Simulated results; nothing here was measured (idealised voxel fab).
Documented hereafter: the process module known as voxel wiring stack.
The figure presents cross-section cut, which has a width of 250 nm and is divided into square cells with an edge length of 5 nm.
Reading order for cross-sections: top band down to bottom band. Underlying form: a grid of square cells. Band size: one or more rows of cells. In this notation a band is specified by the heights of its top and bottom, in that order and in nm, after which its materials appear from left to right, each paired with its width in nm. The word "everywhere" attached to a single material means that material fills the band from edge to edge; the word "air" stands for empty space. Height reference: 0 = level under which incoming wafer is all one material. Lowest band: no bottom, runs on downward, e.g. "0 nm and below". Note: "30..40" means the width goes from the first number (top row of the band) to the second number (bottom row) in equal steps per row of cells. You'll sometimes find "all unchanged" written for a step, and that's the way of saying that nowhere in the cross-section did a cell change during that step. Entry "Sealed void inventory". Content: empty spaces with no open connection to the top, size 8 cells or greater. Each: width x height at distance. Distance: from left edge. Unit: nm. after a step's settings: what the simulator itself notes on the step. A step line may carry the setting "overlay nm", which, for steps involving a mask, states the distance by which the mask lay to the right of its intended position; negative values denote displacement to the left.

Here's what the planned process steps look like
- 1: RECEIVE | material Si
- 2: CONFORMAL_DEP | material SiO2 | thk nm 10
- 3: DIRECTIONAL_DEP | material TiN | thk nm 5
- 4: DIRECTIONAL_DEP | material Ru | thk nm 15
- 5: DIRECTIONAL_DEP | material aC | thk nm 10
- 6: PATTERN | tone cover | mask id METAL_1 | material resist | width nm 30 | pitch nm 50 | thk nm 25 | overlay nm 0
- 7: DIRECTIONAL_ETCH | etch materials aC | depth nm 10
- 8: STRIP | etch materials resist
- 9: DIRECTIONAL_ETCH | etch materials Ru | depth nm 15
- 10: DIRECTIONAL_ETCH | etch materials TiN | depth nm 5
- 11: STRIP | etch materials aC
- 12: FILL_DEP | material SiO2 | thk nm 5
- 13: CMP | height nm 30
- 14: CONFORMAL_DEP | material SiCN | thk nm 5
- 15: DIRECTIONAL_DEP | material lowk | thk nm 30
- 16: MASKED_ETCH | tone open | mask id METAL_2 | width nm 30 | pitch nm 50 | etch materials lowk | depth nm 20 | overlay nm 0
- 17: MASKED_ETCH | tone open | mask id METAL_2_HOLES | width nm 15 | pitch nm 100 | etch materials lowk | depth nm 10 | overlay nm 0
- 18: MASKED_ETCH | tone open | mask id METAL_2_HOLES | width nm 15 | pitch nm 100 | etch materials SiCN | depth nm 5 | overlay nm 0
- 19: CONFORMAL_DEP | material TiN | thk nm 5
- 20: FILL_DEP | material Ru | thk nm 5
- 21: CMP | height nm 65
- 22: CONFORMAL_DEP | material SiCN | thk nm 5
- 23: DIRECTIONAL_DEP | material lowk | thk nm 10
- 24: PATTERN | tone open | mask id PLUG_2 | material resist | width nm 15 | pitch nm 50 | thk nm 20 | overlay nm 0
- 25: DIRECTIONAL_ETCH | etch materials lowk | depth nm 10
- 26: DIRECTIONAL_ETCH | etch materials SiCN | depth nm 5
- 27: STRIP | etch materials resist
- 28: EPI | material Ru | thk nm 10
- 29: EPI | material Ru | thk nm 5
- 30: CONFORMAL_DEP | material SiCN | thk nm 5
- 31: DIRECTIONAL_DEP | material SiO2 | thk nm 25
- 32: PATTERN | tone open | mask id METAL_3 | material resist | width nm 30 | pitch nm 50 | thk nm 15 | overlay nm 0
- 33: DIRECTIONAL_ETCH | etch materials SiO2 | depth nm 25
- 34: DIRECTIONAL_ETCH | etch materials SiCN | depth nm 5
- 35: STRIP | etch materials resist
- 36: CONFORMAL_DEP | material TiN | thk nm 5
- 37: FILL_DEP | material Ru | thk nm 5
- 38: CMP | height nm 110
- 39: CONFORMAL_DEP | material SiN | thk nm 5

The first of two wafers, run as planned

Incoming wafer, cross-sectional view, post step 1
* 0 nm and below = Si everywhere
* Sealed void inventory: none

Cross-section of the wafer subsequent to step 2
* 10 nm to 0 nm = SiO2 everywhere
* Below 0, no change.

Cross-section of the wafer subsequent to step 3
* 15 nm to 10 nm = TiN everywhere
* Below 10, no change.

Cross-section of the wafer subsequent to step 4
* 30 nm to 15 nm = Ru everywhere
* Below 15, no change.

Cross-section of the wafer subsequent to step 5
* 40 nm to 30 nm = aC everywhere
* Below 30, no change.

Cross-section of the wafer subsequent to step 6
* 65 nm to 40 nm = 60 of air / 30 of resist / 20 of air / 30 of resist / 20 of air / 30 of resist / 60 of air
* Below 40, no change.

Cross-section of the wafer subsequent to step 7
* 55 nm to 40 nm = 60 of air / 30 of resist / 20 of air / 30 of resist / 20 of air / 30 of resist / 60 of air
* 40 nm to 30 nm = 60 of air / 30 of aC / 20 of air / 30 of aC / 20 of air / 30 of aC / 60 of air
* Below 30, no change.

Cross-section of the wafer subsequent to step 8
* 40 nm to 30 nm = 60 of air / 30 of aC / 20 of air / 30 of aC / 20 of air / 30 of aC / 60 of air
* Below 30, no change.

Cross-section of the wafer subsequent to step 9
* 40 nm to 30 nm = 60 of air / 30 of aC / 20 of air / 30 of aC / 20 of air / 30 of aC / 60 of air
* 30 nm to 15 nm = 60 of air / 30 of Ru / 20 of air / 30 of Ru / 20 of air / 30 of Ru / 60 of air
* Below 15, no change.

Cross-section of the wafer subsequent to step 10
* 40 nm to 30 nm = 60 of air / 30 of aC / 20 of air / 30 of aC / 20 of air / 30 of aC / 60 of air
* 30 nm to 15 nm = 60 of air / 30 of Ru / 20 of air / 30 of Ru / 20 of air / 30 of Ru / 60 of air
* 15 nm to 10 nm = 60 of air / 30 of TiN / 20 of air / 30 of TiN / 20 of air / 30 of TiN / 60 of air
* Below 10, no change.

Cross-section of the wafer subsequent to step 11
* 30 nm to 15 nm = 60 of air / 30 of Ru / 20 of air / 30 of Ru / 20 of air / 30 of Ru / 60 of air
* Below 15, no change.

Cross-section of the wafer subsequent to step 12
* 35 nm to 30 nm = SiO2 everywhere
* 30 nm to 15 nm = 60 of SiO2 / 30 of Ru / 20 of SiO2 / 30 of Ru / 20 of SiO2 / 30 of Ru / 60 of SiO2
* 15 nm to 10 nm = 60 of SiO2 / 30 of TiN / 20 of SiO2 / 30 of TiN / 20 of SiO2 / 30 of TiN / 60 of SiO2
* Below 10, no change.

Cross-section of the wafer subsequent to step 13
* 30 nm to 15 nm = 60 of SiO2 / 30 of Ru / 20 of SiO2 / 30 of Ru / 20 of SiO2 / 30 of Ru / 60 of SiO2
* Below 15, no change.

Cross-section of the wafer subsequent to step 14
* 35 nm to 30 nm = SiCN everywhere
* Below 30, no change.

Cross-section of the wafer subsequent to step 15
* 65 nm to 35 nm = lowk everywhere
* Below 35, no change.

Cross-section of the wafer subsequent to step 16
* 65 nm to 45 nm = 60 of lowk / 30 of air / 20 of lowk / 30 of air / 20 of lowk / 30 of air / 60 of lowk
* Below 45, no change.

Cross-section of the wafer subsequent to step 17
* 65 nm to 45 nm = 60 of lowk / 30 of air / 20 of lowk / 30 of air / 20 of lowk / 30 of air / 60 of lowk
* 45 nm to 35 nm = 60 of lowk / 15 of air / 85 of lowk / 15 of air / 75 of lowk
* Below 35, no change.

Cross-section of the wafer subsequent to step 18
* 65 nm to 45 nm = 60 of lowk / 30 of air / 20 of lowk / 30 of air / 20 of lowk / 30 of air / 60 of lowk
* 45 nm to 35 nm = 60 of lowk / 15 of air / 85 of lowk / 15 of air / 75 of lowk
* 35 nm to 30 nm = 60 of SiCN / 15 of air / 85 of SiCN / 15 of air / 75 of SiCN
* Below 30, no change.

Cross-section of the wafer subsequent to step 19
* 70 nm to 65 nm = 65 of TiN / 20 of air / 30 of TiN / 20 of air / 30 of TiN / 20 of air / 65 of TiN
* 65 nm to 50 nm = 60 of lowk / 5 of TiN / 20 of air / 5 of TiN / 20 of lowk / 5 of TiN / 20 of air / 5 of TiN / 20 of lowk / 5 of TiN / 20 of air / 5 of TiN / 60 of lowk
* 50 nm to 45 nm = 60 of lowk / 5 of TiN / 5 of air / 20 of TiN / 20 of lowk / 30 of TiN / 20 of lowk / 5 of TiN / 5 of air / 20 of TiN / 60 of lowk
* 45 nm to 35 nm = 60 of lowk / 5 of TiN / 5 of air / 5 of TiN / 85 of lowk / 5 of TiN / 5 of air / 5 of TiN / 75 of lowk
* 35 nm to 30 nm = 60 of SiCN / 15 of TiN / 85 of SiCN / 15 of TiN / 75 of SiCN
* Below 30, no change.

Cross-section of the wafer subsequent to step 20
* 75 nm to 70 nm = Ru everywhere
* 70 nm to 65 nm = 65 of TiN / 20 of Ru / 30 of TiN / 20 of Ru / 30 of TiN / 20 of Ru / 65 of TiN
* 65 nm to 50 nm = 60 of lowk / 5 of TiN / 20 of Ru / 5 of TiN / 20 of lowk / 5 of TiN / 20 of Ru / 5 of TiN / 20 of lowk / 5 of TiN / 20 of Ru / 5 of TiN / 60 of lowk
* 50 nm to 45 nm = 60 of lowk / 5 of TiN / 5 of Ru / 20 of TiN / 20 of lowk / 30 of TiN / 20 of lowk / 5 of TiN / 5 of Ru / 20 of TiN / 60 of lowk
* 45 nm to 35 nm = 60 of lowk / 5 of TiN / 5 of Ru / 5 of TiN / 85 of lowk / 5 of TiN / 5 of Ru / 5 of TiN / 75 of lowk
* Below 35, no change.

Cross-section of the wafer subsequent to step 21
* 65 nm to 50 nm = 60 of lowk / 5 of TiN / 20 of Ru / 5 of TiN / 20 of lowk / 5 of TiN / 20 of Ru / 5 of TiN / 20 of lowk / 5 of TiN / 20 of Ru / 5 of TiN / 60 of lowk
* Below 50, no change.

Cross-section of the wafer subsequent to step 22
* 70 nm to 65 nm = SiCN everywhere
* Below 65, no change.

Cross-section of the wafer subsequent to step 23
* 80 nm to 70 nm = lowk everywhere
* Below 70, no change.

Cross-section of the wafer subsequent to step 24
* 100 nm to 80 nm = 60 of resist / 15 of air / 35 of resist / 15 of air / 35 of resist / 15 of air / 75 of resist
* Below 80, no change.

Cross-section of the wafer subsequent to step 25
* 100 nm to 80 nm = 60 of resist / 15 of air / 35 of resist / 15 of air / 35 of resist / 15 of air / 75 of resist
* 80 nm to 70 nm = 60 of lowk / 15 of air / 35 of lowk / 15 of air / 35 of lowk / 15 of air / 75 of lowk
* Below 70, no change.

Cross-section of the wafer subsequent to step 26
* 100 nm to 80 nm = 60 of resist / 15 of air / 35 of resist / 15 of air / 35 of resist / 15 of air / 75 of resist
* 80 nm to 70 nm = 60 of lowk / 15 of air / 35 of lowk / 15 of air / 35 of lowk / 15 of air / 75 of lowk
* 70 nm to 65 nm = 60 of SiCN / 15 of air / 35 of SiCN / 15 of air / 35 of SiCN / 15 of air / 75 of SiCN
* Below 65, no change.

Cross-section of the wafer subsequent to step 27
* 80 nm to 70 nm = 60 of lowk / 15 of air / 35 of lowk / 15 of air / 35 of lowk / 15 of air / 75 of lowk
* Below 70, no change.

Cross-section of the wafer subsequent to step 28
* 80 nm to 75 nm = 60 of lowk / 15 of air / 35 of lowk / 15 of air / 35 of lowk / 15 of air / 75 of lowk
* 75 nm to 70 nm = 60 of lowk / 15 of Ru / 35 of lowk / 15 of Ru / 35 of lowk / 15 of Ru / 75 of lowk
* 70 nm to 65 nm = 60 of SiCN / 15 of Ru / 35 of SiCN / 15 of Ru / 35 of SiCN / 15 of Ru / 75 of SiCN
* Below 65, no change.

Cross-section of the wafer subsequent to step 29
* 80 nm to 70 nm = 60 of lowk / 15 of Ru / 35 of lowk / 15 of Ru / 35 of lowk / 15 of Ru / 75 of lowk
* Below 70, no change.

Cross-section of the wafer subsequent to step 30
* 85 nm to 80 nm = SiCN everywhere
* Below 80, no change.

Cross-section of the wafer subsequent to step 31
* 110 nm to 85 nm = SiO2 everywhere
* Below 85, no change.

Cross-section of the wafer subsequent to step 32
* 125 nm to 110 nm = 60 of resist / 30 of air / 20 of resist / 30 of air / 20 of resist / 30 of air / 60 of resist
* Below 110, no change.

Cross-section of the wafer subsequent to step 33
* 125 nm to 110 nm = 60 of resist / 30 of air / 20 of resist / 30 of air / 20 of resist / 30 of air / 60 of resist
* 110 nm to 85 nm = 60 of SiO2 / 30 of air / 20 of SiO2 / 30 of air / 20 of SiO2 / 30 of air / 60 of SiO2
* Below 85, no change.

Cross-section of the wafer subsequent to step 34
* 125 nm to 110 nm = 60 of resist / 30 of air / 20 of resist / 30 of air / 20 of resist / 30 of air / 60 of resist
* 110 nm to 85 nm = 60 of SiO2 / 30 of air / 20 of SiO2 / 30 of air / 20 of SiO2 / 30 of air / 60 of SiO2
* 85 nm to 80 nm = 60 of SiCN / 30 of air / 20 of SiCN / 30 of air / 20 of SiCN / 30 of air / 60 of SiCN
* Below 80, no change.

Cross-section of the wafer subsequent to step 35
* 110 nm to 85 nm = 60 of SiO2 / 30 of air / 20 of SiO2 / 30 of air / 20 of SiO2 / 30 of air / 60 of SiO2
* Below 85, no change.

Cross-section of the wafer subsequent to step 36
* 115 nm to 110 nm = 65 of TiN / 20 of air / 30 of TiN / 20 of air / 30 of TiN / 20 of air / 65 of TiN
* 110 nm to 85 nm = 60 of SiO2 / 5 of TiN / 20 of air / 5 of TiN / 20 of SiO2 / 5 of TiN / 20 of air / 5 of TiN / 20 of SiO2 / 5 of TiN / 20 of air / 5 of TiN / 60 of SiO2
* 85 nm to 80 nm = 60 of SiCN / 30 of TiN / 20 of SiCN / 30 of TiN / 20 of SiCN / 30 of TiN / 60 of SiCN
* Below 80, no change.

Cross-section of the wafer subsequent to step 37
* 120 nm to 115 nm = Ru everywhere
* 115 nm to 110 nm = 65 of TiN / 20 of Ru / 30 of TiN / 20 of Ru / 30 of TiN / 20 of Ru / 65 of TiN
* 110 nm to 85 nm = 60 of SiO2 / 5 of TiN / 20 of Ru / 5 of TiN / 20 of SiO2 / 5 of TiN / 20 of Ru / 5 of TiN / 20 of SiO2 / 5 of TiN / 20 of Ru / 5 of TiN / 60 of SiO2
* Below 85, no change.

Cross-section of the wafer subsequent to step 38
* 110 nm to 85 nm = 60 of SiO2 / 5 of TiN / 20 of Ru / 5 of TiN / 20 of SiO2 / 5 of TiN / 20 of Ru / 5 of TiN / 20 of SiO2 / 5 of TiN / 20 of Ru / 5 of TiN / 60 of SiO2
* Below 85, no change.

Cross-section of the wafer subsequent to step 39
* 115 nm to 110 nm = SiN everywhere
* Below 110, no change.

Second wafer. Start and plan as for the first. One mistake made in running. Agrees with the first up to and including step 12

At the planned end of step 13, the second wafer in cross-section
* 20 nm to 15 nm = 60 of SiO2 / 30 of Ru / 20 of SiO2 / 30 of Ru / 20 of SiO2 / 30 of Ru / 60 of SiO2
* Below 15, no change.

At the planned end of step 14, the second wafer in cross-section
* 25 nm to 20 nm = SiCN everywhere
* Below 20, no change.

At the planned end of step 15, the second wafer in cross-section
* 55 nm to 25 nm = lowk everywhere
* Below 25, no change.

At the planned end of step 16, the second wafer in cross-section
* 55 nm to 35 nm = 60 of lowk / 30 of air / 20 of lowk / 30 of air / 20 of lowk / 30 of air / 60 of lowk
* Below 35, no change.

At the planned end of step 17, the second wafer in cross-section
* 55 nm to 35 nm = 60 of lowk / 30 of air / 20 of lowk / 30 of air / 20 of lowk / 30 of air / 60 of lowk
* 35 nm to 25 nm = 60 of lowk / 15 of air / 85 of lowk / 15 of air / 75 of lowk
* Below 25, no change.

At the planned end of step 18, the second wafer in cross-section
* 55 nm to 35 nm = 60 of lowk / 30 of air / 20 of lowk / 30 of air / 20 of lowk / 30 of air / 60 of lowk
* 35 nm to 25 nm = 60 of lowk / 15 of air / 85 of lowk / 15 of air / 75 of lowk
* 25 nm to 20 nm = 60 of SiCN / 15 of air / 85 of SiCN / 15 of air / 75 of SiCN
* Below 20, no change.

At the planned end of step 19, the second wafer in cross-section
* 60 nm to 55 nm = 65 of TiN / 20 of air / 30 of TiN / 20 of air / 30 of TiN / 20 of air / 65 of TiN
* 55 nm to 40 nm = 60 of lowk / 5 of TiN / 20 of air / 5 of TiN / 20 of lowk / 5 of TiN / 20 of air / 5 of TiN / 20 of lowk / 5 of TiN / 20 of air / 5 of TiN / 60 of lowk
* 40 nm to 35 nm = 60 of lowk / 5 of TiN / 5 of air / 20 of TiN / 20 of lowk / 30 of TiN / 20 of lowk / 5 of TiN / 5 of air / 20 of TiN / 60 of lowk
* 35 nm to 25 nm = 60 of lowk / 5 of TiN / 5 of air / 5 of TiN / 85 of lowk / 5 of TiN / 5 of air / 5 of TiN / 75 of lowk
* 25 nm to 20 nm = 60 of SiCN / 15 of TiN / 85 of SiCN / 15 of TiN / 75 of SiCN
* Below 20, no change.

At the planned end of step 20, the second wafer in cross-section
* 65 nm to 60 nm = Ru everywhere
* 60 nm to 55 nm = 65 of TiN / 20 of Ru / 30 of TiN / 20 of Ru / 30 of TiN / 20 of Ru / 65 of TiN
* 55 nm to 40 nm = 60 of lowk / 5 of TiN / 20 of Ru / 5 of TiN / 20 of lowk / 5 of TiN / 20 of Ru / 5 of TiN / 20 of lowk / 5 of TiN / 20 of Ru / 5 of TiN / 60 of lowk
* 40 nm to 35 nm = 60 of lowk / 5 of TiN / 5 of Ru / 20 of TiN / 20 of lowk / 30 of TiN / 20 of lowk / 5 of TiN / 5 of Ru / 20 of TiN / 60 of lowk
* 35 nm to 25 nm = 60 of lowk / 5 of TiN / 5 of Ru / 5 of TiN / 85 of lowk / 5 of TiN / 5 of Ru / 5 of TiN / 75 of lowk
* Below 25, no change.

At the planned end of step 21, the second wafer in cross-section: all unchanged

At the planned end of step 22, the second wafer in cross-section
* 70 nm to 65 nm = SiCN everywhere
* Below 65, no change.

At the planned end of step 23, the second wafer in cross-section
* 80 nm to 70 nm = lowk everywhere
* Below 70, no change.

At the planned end of step 24, the second wafer in cross-section
* 100 nm to 80 nm = 60 of resist / 15 of air / 35 of resist / 15 of air / 35 of resist / 15 of air / 75 of resist
* Below 80, no change.

At the planned end of step 25, the second wafer in cross-section
* 100 nm to 80 nm = 60 of resist / 15 of air / 35 of resist / 15 of air / 35 of resist / 15 of air / 75 of resist
* 80 nm to 70 nm = 60 of lowk / 15 of air / 35 of lowk / 15 of air / 35 of lowk / 15 of air / 75 of lowk
* Below 70, no change.

At the planned end of step 26, the second wafer in cross-section
* 100 nm to 80 nm = 60 of resist / 15 of air / 35 of resist / 15 of air / 35 of resist / 15 of air / 75 of resist
* 80 nm to 70 nm = 60 of lowk / 15 of air / 35 of lowk / 15 of air / 35 of lowk / 15 of air / 75 of lowk
* 70 nm to 65 nm = 60 of SiCN / 15 of air / 35 of SiCN / 15 of air / 35 of SiCN / 15 of air / 75 of SiCN
* Below 65, no change.

At the planned end of step 27, the second wafer in cross-section
* 80 nm to 70 nm = 60 of lowk / 15 of air / 35 of lowk / 15 of air / 35 of lowk / 15 of air / 75 of lowk
* Below 70, no change.

At the planned end of step 28, the second wafer in cross-section
* 80 nm to 75 nm = 60 of lowk / 15 of air / 35 of lowk / 15 of air / 35 of lowk / 15 of air / 75 of lowk
* 75 nm to 70 nm = 60 of lowk / 15 of Ru / 35 of lowk / 15 of Ru / 35 of lowk / 15 of Ru / 75 of lowk
* 70 nm to 65 nm = 60 of SiCN / 15 of Ru / 35 of SiCN / 15 of Ru / 35 of SiCN / 15 of Ru / 75 of SiCN
* Below 65, no change.

At the planned end of step 29, the second wafer in cross-section
* 80 nm to 70 nm = 60 of lowk / 15 of Ru / 35 of lowk / 15 of Ru / 35 of lowk / 15 of Ru / 75 of lowk
* Below 70, no change.

At the planned end of step 30, the second wafer in cross-section
* 85 nm to 80 nm = SiCN everywhere
* Below 80, no change.

At the planned end of step 31, the second wafer in cross-section
* 110 nm to 85 nm = SiO2 everywhere
* Below 85, no change.

At the planned end of step 32, the second wafer in cross-section
* 125 nm to 110 nm = 60 of resist / 30 of air / 20 of resist / 30 of air / 20 of resist / 30 of air / 60 of resist
* Below 110, no change.

At the planned end of step 33, the second wafer in cross-section
* 125 nm to 110 nm = 60 of resist / 30 of air / 20 of resist / 30 of air / 20 of resist / 30 of air / 60 of resist
* 110 nm to 85 nm = 60 of SiO2 / 30 of air / 20 of SiO2 / 30 of air / 20 of SiO2 / 30 of air / 60 of SiO2
* Below 85, no change.

At the planned end of step 34, the second wafer in cross-section
* 125 nm to 110 nm = 60 of resist / 30 of air / 20 of resist / 30 of air / 20 of resist / 30 of air / 60 of resist
* 110 nm to 85 nm = 60 of SiO2 / 30 of air / 20 of SiO2 / 30 of air / 20 of SiO2 / 30 of air / 60 of SiO2
* 85 nm to 80 nm = 60 of SiCN / 30 of air / 20 of SiCN / 30 of air / 20 of SiCN / 30 of air / 60 of SiCN
* Below 80, no change.

At the planned end of step 35, the second wafer in cross-section
* 110 nm to 85 nm = 60 of SiO2 / 30 of air / 20 of SiO2 / 30 of air / 20 of SiO2 / 30 of air / 60 of SiO2
* Below 85, no change.

At the planned end of step 36, the second wafer in cross-section
* 115 nm to 110 nm = 65 of TiN / 20 of air / 30 of TiN / 20 of air / 30 of TiN / 20 of air / 65 of TiN
* 110 nm to 85 nm = 60 of SiO2 / 5 of TiN / 20 of air / 5 of TiN / 20 of SiO2 / 5 of TiN / 20 of air / 5 of TiN / 20 of SiO2 / 5 of TiN / 20 of air / 5 of TiN / 60 of SiO2
* 85 nm to 80 nm = 60 of SiCN / 30 of TiN / 20 of SiCN / 30 of TiN / 20 of SiCN / 30 of TiN / 60 of SiCN
* Below 80, no change.

At the planned end of step 37, the second wafer in cross-section
* 120 nm to 115 nm = Ru everywhere
* 115 nm to 110 nm = 65 of TiN / 20 of Ru / 30 of TiN / 20 of Ru / 30 of TiN / 20 of Ru / 65 of TiN
* 110 nm to 85 nm = 60 of SiO2 / 5 of TiN / 20 of Ru / 5 of TiN / 20 of SiO2 / 5 of TiN / 20 of Ru / 5 of TiN / 20 of SiO2 / 5 of TiN / 20 of Ru / 5 of TiN / 60 of SiO2
* Below 85, no change.

At the planned end of step 38, the second wafer in cross-section
* 110 nm to 85 nm = 60 of SiO2 / 5 of TiN / 20 of Ru / 5 of TiN / 20 of SiO2 / 5 of TiN / 20 of Ru / 5 of TiN / 20 of SiO2 / 5 of TiN / 20 of Ru / 5 of TiN / 60 of SiO2
* Below 85, no change.

At the planned end of step 39, the second wafer in cross-section
* 115 nm to 110 nm = SiN everywhere
* Below 110, no change.
Heads up, the wafer didn't run the way we planned it: step 13 was processed under conditions differing from the plan, specifically as CMP | height nm 20
Wrapping up, a cell-based count of both wafers puts the second over or under the first for these materials: Ru: 26 more, SiO2: 64 fewer, TiN: 38 more
